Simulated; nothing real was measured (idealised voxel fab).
process module | voxel transistor to metal
cross-section cut | 195 nm wide | cells 5 nm
A cross-section is a grid of square cells, given in bands from the top down. A band is one or more rows of cells.
Each band's line starts with the height of the band's top and of its bottom, in nm. Then come its materials from left to right, each with its width in nm. One material with "throughout" fills the band from edge to edge. "air" is empty space.
Height 0 is the level under which the wafer as received is all one material. The lowest band goes on downwards, as in "0 down".
A width such as "30 to 40" changes by the same amount from each row of cells to the next, from the band's top row to its bottom row.
"no change" after a step means that no cell of the cross-section changed.
closed voids: empty space of 8 cells or more with no open way to the top, each as width x height at its distance from the left edge, in nm
after a step's settings: what the simulator itself notes on the step
overlay nm, on a step with a mask: how far to the right of its planned place the mask lay; to the left if negative
plan
1 op RECEIVE | material Si
2 op OXIDIZE | depth nm 5
3 op CONFORMAL_DEP | material SiN | thk nm 10
4 op PATTERN | tone cover | mask id ACTIVE | material resist | width nm 115 | thk nm 20 | overlay nm 0
5 op DIRECTIONAL_ETCH | etch materials SiN | depth nm 10
6 op DIRECTIONAL_ETCH | etch materials SiO2 | depth nm 5
7 op DIRECTIONAL_ETCH | etch materials Si | depth nm 35
8 op STRIP | etch materials resist
9 op FILL_DEP | material SiO2 | thk nm 5
10 op CMP | height nm 10
11 op SELECTIVE_ETCH | etch materials SiO2 | depth nm 10
12 op STRIP | etch materials SiN
13 op SELECTIVE_ETCH | etch materials SiO2 | depth nm 5
14 op OXIDIZE | depth nm 5
15 op DIRECTIONAL_DEP | material polySi | thk nm 20
16 op DIRECTIONAL_DEP | material SiCN | thk nm 10
17 op MASKED_ETCH | tone cover | mask id GATE | width nm 25 | etch materials SiCN | depth nm 20 | overlay nm 0
18 op MASKED_ETCH | tone cover | mask id GATE | width nm 25 | etch materials polySi | depth nm 30 | overlay nm 0
19 op CONFORMAL_DEP | material SiN | thk nm 10
20 op DIRECTIONAL_ETCH | etch materials SiN | depth nm 10
21 op DIRECTIONAL_ETCH | etch materials SiO2 | depth nm 5
22 op DIRECTIONAL_ETCH | etch materials Si | depth nm 10
23 op EPI | material SiGe | thk nm 10
24 op FILL_DEP | material SiO2 | thk nm 5
25 op CMP | height nm 15
26 op STRIP | etch materials polySi
27 op SELECTIVE_ETCH | etch materials SiO2 | depth nm 5
28 op CONFORMAL_DEP | material HfO2 | thk nm 5
29 op CONFORMAL_DEP | material TiN | thk nm 5
30 op FILL_DEP | material W | thk nm 10
31 op CMP | height nm 10
32 op DIRECTIONAL_DEP | material SiO2 | thk nm 15
33 op MASKED_ETCH | tone open | mask id CONTACT | width nm 20 | pitch nm 75 | etch materials SiO2 | depth nm 35 | overlay nm 0
34 op CONFORMAL_DEP | material TiN | thk nm 5
35 op FILL_DEP | material W | thk nm 10
36 op CMP | height nm 25
37 op DIRECTIONAL_DEP | material TiN | thk nm 5
38 op DIRECTIONAL_DEP | material W | thk nm 20
39 op PATTERN | tone cover | mask id METAL_1 | material resist | width nm 20 | pitch nm 75 | thk nm 15 | overlay nm 0
40 op DIRECTIONAL_ETCH | etch materials W | depth nm 20
41 op DIRECTIONAL_ETCH | etch materials TiN | depth nm 5
42 op STRIP | etch materials resist
43 op CONFORMAL_DEP | material SiN | thk nm 5
44 op FILL_DEP | material lowk | thk nm 5
45 op CMP | height nm 50
46 op CONFORMAL_DEP | material SiCN | thk nm 5
first wafer, as planned
as received, after step 1
  0 down: Si throughout
  closed voids: none
after step 2
  0 to -5: SiO2 throughout
  below -5: unchanged
after step 3
  10 to 0: SiN throughout
  below 0: unchanged
after step 4
  30 to 10: air 40 | resist 115 | air 40
  below 10: unchanged
after step 5
  30 to 10: air 40 | resist 115 | air 40
  10 to 0: air 40 | SiN 115 | air 40
  below 0: unchanged
after step 6
  30 to 10: air 40 | resist 115 | air 40
  10 to 0: air 40 | SiN 115 | air 40
  0 to -5: air 40 | SiO2 115 | air 40
  below -5: unchanged
after step 7
  30 to 10: air 40 | resist 115 | air 40
  10 to 0: air 40 | SiN 115 | air 40
  0 to -5: air 40 | SiO2 115 | air 40
  -5 to -40: air 40 | Si 115 | air 40
  below -40: unchanged
after step 8
  10 to 0: air 40 | SiN 115 | air 40
  below 0: unchanged
after step 9
  15 to 10: SiO2 throughout
  10 to 0: SiO2 40 | SiN 115 | SiO2 40
  0 to -5: SiO2 throughout
  -5 to -40: SiO2 40 | Si 115 | SiO2 40
  below -40: unchanged
after step 10
  10 to 0: SiO2 40 | SiN 115 | SiO2 40
  below 0: unchanged
after step 11
  10 to 0: air 40 | SiN 115 | air 40
  below 0: unchanged
after step 12
  0 to -5: SiO2 throughout
  below -5: unchanged
after step 13
  -5 to -40: SiO2 40 | Si 115 | SiO2 40
  below -40: unchanged
after step 14
  -5 to -10: SiO2 throughout
  below -10: unchanged
after step 15
  15 to -5: polySi throughout
  below -5: unchanged
after step 16
  25 to 15: SiCN throughout
  below 15: unchanged
after step 17
  25 to 15: air 85 | SiCN 25 | air 85
  below 15: unchanged
after step 18
  25 to 15: air 85 | SiCN 25 | air 85
  15 to -5: air 85 | polySi 25 | air 85
  below -5: unchanged
after step 19
  35 to 25: air 75 | SiN 45 | air 75
  25 to 15: air 75 | SiN 10 | SiCN 25 | SiN 10 | air 75
  15 to 5: air 75 | SiN 10 | polySi 25 | SiN 10 | air 75
  5 to -5: SiN 85 | polySi 25 | SiN 85
  below -5: unchanged
after step 20
  25 to 15: air 75 | SiN 10 | SiCN 25 | SiN 10 | air 75
  15 to -5: air 75 | SiN 10 | polySi 25 | SiN 10 | air 75
  below -5: unchanged
after step 21
  25 to 15: air 75 | SiN 10 | SiCN 25 | SiN 10 | air 75
  15 to -5: air 75 | SiN 10 | polySi 25 | SiN 10 | air 75
  -5 to -10: air 75 | SiO2 45 | air 75
  below -10: unchanged
after step 22
  25 to 15: air 75 | SiN 10 | SiCN 25 | SiN 10 | air 75
  15 to -5: air 75 | SiN 10 | polySi 25 | SiN 10 | air 75
  -5 to -10: air 75 | SiO2 45 | air 75
  -10 to -20: SiO2 40 | air 35 | Si 45 | air 35 | SiO2 40
  below -20: unchanged
after step 23
  25 to 15: air 75 | SiN 10 | SiCN 25 | SiN 10 | air 75
  15 to 0: air 75 | SiN 10 | polySi 25 | SiN 10 | air 75
  0 to -5: air 65 | SiGe 10 | SiN 10 | polySi 25 | SiN 10 | SiGe 10 | air 65
  -5 to -10: air 65 | SiGe 10 | SiO2 45 | SiGe 10 | air 65
  -10 to -20: SiO2 40 | SiGe 35 | Si 45 | SiGe 35 | SiO2 40
  below -20: unchanged
after step 24
  30 to 25: SiO2 throughout
  25 to 15: SiO2 75 | SiN 10 | SiCN 25 | SiN 10 | SiO2 75
  15 to 0: SiO2 75 | SiN 10 | polySi 25 | SiN 10 | SiO2 75
  0 to -5: SiO2 65 | SiGe 10 | SiN 10 | polySi 25 | SiN 10 | SiGe 10 | SiO2 65
  -5 to -10: SiO2 65 | SiGe 10 | SiO2 45 | SiGe 10 | SiO2 65
  below -10: unchanged
after step 25
  15 to 0: SiO2 75 | SiN 10 | polySi 25 | SiN 10 | SiO2 75
  below 0: unchanged
after step 26
  15 to 0: SiO2 75 | SiN 10 | air 25 | SiN 10 | SiO2 75
  0 to -5: SiO2 65 | SiGe 10 | SiN 10 | air 25 | SiN 10 | SiGe 10 | SiO2 65
  below -5: unchanged
after step 27
  15 to 10: air 75 | SiN 10 | air 25 | SiN 10 | air 75
  10 to 0: SiO2 75 | SiN 10 | air 25 | SiN 10 | SiO2 75
  0 to -5: SiO2 65 | SiGe 10 | SiN 10 | air 25 | SiN 10 | SiGe 10 | SiO2 65
  -5 to -10: SiO2 65 | SiGe 10 | SiO2 5 | air 35 | SiO2 5 | SiGe 10 | SiO2 65
  below -10: unchanged
after step 28
  20 to 15: air 70 | HfO2 20 | air 15 | HfO2 20 | air 70
  15 to 10: HfO2 75 | SiN 10 | HfO2 5 | air 15 | HfO2 5 | SiN 10 | HfO2 75
  10 to 0: SiO2 75 | SiN 10 | HfO2 5 | air 15 | HfO2 5 | SiN 10 | SiO2 75
  0 to -5: SiO2 65 | SiGe 10 | SiN 10 | HfO2 5 | air 15 | HfO2 5 | SiN 10 | SiGe 10 | SiO2 65
  -5 to -10: SiO2 65 | SiGe 10 | SiO2 5 | HfO2 35 | SiO2 5 | SiGe 10 | SiO2 65
  below -10: unchanged
after step 29
  25 to 20: air 65 | TiN 30 | air 5 | TiN 30 | air 65
  20 to 15: TiN 70 | HfO2 20 | TiN 5 | air 5 | TiN 5 | HfO2 20 | TiN 70
  15 to 10: HfO2 75 | SiN 10 | HfO2 5 | TiN 5 | air 5 | TiN 5 | HfO2 5 | SiN 10 | HfO2 75
  10 to 0: SiO2 75 | SiN 10 | HfO2 5 | TiN 5 | air 5 | TiN 5 | HfO2 5 | SiN 10 | SiO2 75
  0 to -5: SiO2 65 | SiGe 10 | SiN 10 | HfO2 5 | TiN 15 | HfO2 5 | SiN 10 | SiGe 10 | SiO2 65
  below -5: unchanged
after step 30
  35 to 25: W throughout
  25 to 20: W 65 | TiN 30 | W 5 | TiN 30 | W 65
  20 to 15: TiN 70 | HfO2 20 | TiN 5 | W 5 | TiN 5 | HfO2 20 | TiN 70
  15 to 10: HfO2 75 | SiN 10 | HfO2 5 | TiN 5 | W 5 | TiN 5 | HfO2 5 | SiN 10 | HfO2 75
  10 to 0: SiO2 75 | SiN 10 | HfO2 5 | TiN 5 | W 5 | TiN 5 | HfO2 5 | SiN 10 | SiO2 75
  below 0: unchanged
after step 31
  10 to 0: SiO2 75 | SiN 10 | HfO2 5 | TiN 5 | W 5 | TiN 5 | HfO2 5 | SiN 10 | SiO2 75
  below 0: unchanged
after step 32
  25 to 10: SiO2 throughout
  below 10: unchanged
after step 33
  25 to 10: SiO2 50 | air 20 | SiO2 55 | air 20 | SiO2 50
  10 to 0: SiO2 50 | air 20 | SiO2 5 | SiN 10 | HfO2 5 | TiN 5 | W 5 | TiN 5 | HfO2 5 | SiN 10 | SiO2 5 | air 20 | SiO2 50
  0 to -5: SiO2 50 | air 15 | SiGe 10 | SiN 10 | HfO2 5 | TiN 15 | HfO2 5 | SiN 10 | SiGe 10 | air 15 | SiO2 50
  -5 to -10: SiO2 50 | air 15 | SiGe 10 | SiO2 5 | HfO2 35 | SiO2 5 | SiGe 10 | air 15 | SiO2 50
  below -10: unchanged
after step 34
  30 to 25: TiN 55 | air 10 | TiN 65 | air 10 | TiN 55
  25 to 10: SiO2 50 | TiN 5 | air 10 | TiN 5 | SiO2 55 | TiN 5 | air 10 | TiN 5 | SiO2 50
  10 to 0: SiO2 50 | TiN 5 | air 10 to 5 | TiN 5 to 10 | SiO2 5 | SiN 10 | HfO2 5 | TiN 5 | W 5 | TiN 5 | HfO2 5 | SiN 10 | SiO2 5 | TiN 5 to 10 | air 10 to 5 | TiN 5 | SiO2 50
  0 to -5: SiO2 50 | TiN 5 | air 5 | TiN 5 | SiGe 10 | SiN 10 | HfO2 5 | TiN 15 | HfO2 5 | SiN 10 | SiGe 10 | TiN 5 | air 5 | TiN 5 | SiO2 50
  -5 to -10: SiO2 50 | TiN 15 | SiGe 10 | SiO2 5 | HfO2 35 | SiO2 5 | SiGe 10 | TiN 15 | SiO2 50
  below -10: unchanged
after step 35
  40 to 30: W throughout
  30 to 25: TiN 55 | W 10 | TiN 65 | W 10 | TiN 55
  25 to 10: SiO2 50 | TiN 5 | W 10 | TiN 5 | SiO2 55 | TiN 5 | W 10 | TiN 5 | SiO2 50
  10 to 0: SiO2 50 | TiN 5 | W 10 to 5 | TiN 5 to 10 | SiO2 5 | SiN 10 | HfO2 5 | TiN 5 | W 5 | TiN 5 | HfO2 5 | SiN 10 | SiO2 5 | TiN 5 to 10 | W 10 to 5 | TiN 5 | SiO2 50
  0 to -5: SiO2 50 | TiN 5 | W 5 | TiN 5 | SiGe 10 | SiN 10 | HfO2 5 | TiN 15 | HfO2 5 | SiN 10 | SiGe 10 | TiN 5 | W 5 | TiN 5 | SiO2 50
  below -5: unchanged
after step 36
  25 to 10: SiO2 50 | TiN 5 | W 10 | TiN 5 | SiO2 55 | TiN 5 | W 10 | TiN 5 | SiO2 50
  below 10: unchanged
after step 37
  30 to 25: TiN throughout
  below 25: unchanged
after step 38
  50 to 30: W throughout
  below 30: unchanged
after step 39
  65 to 50: air 50 | resist 20 | air 55 | resist 20 | air 50
  below 50: unchanged
after step 40
  65 to 50: air 50 | resist 20 | air 55 | resist 20 | air 50
  50 to 30: air 50 | W 20 | air 55 | W 20 | air 50
  below 30: unchanged
after step 41
  65 to 50: air 50 | resist 20 | air 55 | resist 20 | air 50
  50 to 30: air 50 | W 20 | air 55 | W 20 | air 50
  30 to 25: air 50 | TiN 20 | air 55 | TiN 20 | air 50
  below 25: unchanged
after step 42
  50 to 30: air 50 | W 20 | air 55 | W 20 | air 50
  below 30: unchanged
after step 43
  55 to 50: air 45 | SiN 30 | air 45 | SiN 30 | air 45
  50 to 30: air 45 | SiN 5 | W 20 | SiN 5 | air 45 | SiN 5 | W 20 | SiN 5 | air 45
  30 to 25: SiN 50 | TiN 20 | SiN 55 | TiN 20 | SiN 50
  below 25: unchanged
after step 44
  60 to 55: lowk throughout
  55 to 50: lowk 45 | SiN 30 | lowk 45 | SiN 30 | lowk 45
  50 to 30: lowk 45 | SiN 5 | W 20 | SiN 5 | lowk 45 | SiN 5 | W 20 | SiN 5 | lowk 45
  below 30: unchanged
after step 45
  50 to 30: lowk 45 | SiN 5 | W 20 | SiN 5 | lowk 45 | SiN 5 | W 20 | SiN 5 | lowk 45
  below 30: unchanged
after step 46
  55 to 50: SiCN throughout
  below 50: unchanged
second wafer: like start, like plan, one mistake. Through step 35 it matches the first wafer
when step 36 should have ended: no change
when step 37 should have ended
  45 to 40: TiN throughout
  below 40: unchanged
when step 38 should have ended
  65 to 45: W throughout
  below 45: unchanged
when step 39 should have ended
  80 to 65: air 50 | resist 20 | air 55 | resist 20 | air 50
  below 65: unchanged
when step 40 should have ended
  80 to 65: air 50 | resist 20 | air 55 | resist 20 | air 50
  65 to 45: air 50 | W 20 | air 55 | W 20 | air 50
  below 45: unchanged
when step 41 should have ended
  80 to 65: air 50 | resist 20 | air 55 | resist 20 | air 50
  65 to 45: air 50 | W 20 | air 55 | W 20 | air 50
  45 to 40: air 50 | TiN 20 | air 55 | TiN 20 | air 50
  below 40: unchanged
when step 42 should have ended
  65 to 45: air 50 | W 20 | air 55 | W 20 | air 50
  below 45: unchanged
when step 43 should have ended
  70 to 65: air 45 | SiN 30 | air 45 | SiN 30 | air 45
  65 to 45: air 45 | SiN 5 | W 20 | SiN 5 | air 45 | SiN 5 | W 20 | SiN 5 | air 45
  45 to 40: SiN 50 | TiN 20 | SiN 55 | TiN 20 | SiN 50
  below 40: unchanged
when step 44 should have ended
  75 to 70: lowk throughout
  70 to 65: lowk 45 | SiN 30 | lowk 45 | SiN 30 | lowk 45
  65 to 45: lowk 45 | SiN 5 | W 20 | SiN 5 | lowk 45 | SiN 5 | W 20 | SiN 5 | lowk 45
  below 45: unchanged
when step 45 should have ended
  50 to 45: lowk 45 | SiN 5 | W 20 | SiN 5 | lowk 45 | SiN 5 | W 20 | SiN 5 | lowk 45
  below 45: unchanged
when step 46 should have ended
  55 to 50: SiCN throughout
  below 50: unchanged
what went wrong: step 36 was left out
at the end the second wafer has, in cells: 12 fewer of SiN | 35 more of TiN | 58 more of W | 81 fewer of lowk
